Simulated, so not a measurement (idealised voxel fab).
Process module name: voxel self aligned contacts
Section cut is 280 nm wide and gridded with 5 nm square cells.
A cross-section in this document is a grid of square cells, and it is written down as bands, the top band listed before the ones below it; a band is made up of one or more rows of cells.
It is stipulated that each band's entry specify, in nanometres, the height of the top of the band and then that of its bottom, followed by the materials of the band in left-to-right sequence, each together with its width in nanometres. A single material marked by the word "all across" is understood to fill the band from edge to edge; the word "blank" is understood to denote empty space.
Zero point of the height axis is 0; under it, received wafer = one material. Lowest band: continues down indefinitely, "0 down".
Quick explanation for "30->40": the width changes in equal steps down the rows of cells, from the first number in the band's top row to the second number in its bottom row.
Reading "everything unchanged" for a step: not a cell of the cross-section changed in it.
Reported under the label "Fully sealed cavities" are the empty spaces having no open way to the top and comprising 8 cells or more; the notation for each is width x height at distance, in which the distance is measured from the left edge and all three values are in nm.
If you see something after the settings on a step's line, that's the simulator's own remark about that step.
When a step includes a mask, the "overlay nm" setting on its line states how far to the right of its planned place that mask lay, and negative values state how far to the left.

List of planned process steps
1: RECEIVE: material Si
2: CONFORMAL_DEP: material SiO2, thk nm 5
3: DIRECTIONAL_DEP: material polySi, thk nm 25
4: DIRECTIONAL_DEP: material SiN, thk nm 20
5: DIRECTIONAL_DEP: material aC, thk nm 10
6: PATTERN: tone cover, mask id GATE, material resist, width nm 35, pitch nm 70, thk nm 25, overlay nm 0
7: DIRECTIONAL_ETCH: etch materials aC, depth nm 10
8: STRIP: etch materials resist
9: DIRECTIONAL_ETCH: etch materials SiN, depth nm 20
10: DIRECTIONAL_ETCH: etch materials polySi, depth nm 25
11: STRIP: etch materials aC
12: CONFORMAL_DEP: material SiN, thk nm 5
13: DIRECTIONAL_ETCH: etch materials SiN, depth nm 5
14: FILL_DEP: material SiO2, thk nm 10
15: CMP: height nm 55
16: DIRECTIONAL_DEP: material aC, thk nm 10
17: PATTERN: tone open, mask id CONTACT, material resist, width nm 45, pitch nm 70, thk nm 25, overlay nm 0
18: DIRECTIONAL_ETCH: etch materials aC, depth nm 10
19: STRIP: etch materials resist
20: DIRECTIONAL_ETCH: etch materials SiO2, depth nm 55
21: STRIP: etch materials aC
22: CONFORMAL_DEP: material TiN, thk nm 5
23: FILL_DEP: material Ru, thk nm 10
24: CMP: height nm 55
25: CONFORMAL_DEP: material SiN, thk nm 5
Be aware that, although all wafers share a common starting state, the width nm at step 17 differs among them, and the plan displays the first wafer's value.

Cut through the first of several wafers as received, post step 1
> 0 down: Si all across
> Fully sealed cavities: none

Tabulated below, wafer by wafer, are the end-of-module results: for each material, the number of cells gained (+) or lost (-) relative to the as-received state, followed by the closed voids
width nm 45 | +60 Ru | +194 SiN | +255 SiO2 | +58 TiN | +105 polySi | Fully sealed cavities: none
width nm 50 | +60 Ru | +194 SiN | +253 SiO2 | +60 TiN | +105 polySi | Fully sealed cavities: none
width nm 55 | +60 Ru | +194 SiN | +251 SiO2 | +62 TiN | +105 polySi | Fully sealed cavities: none
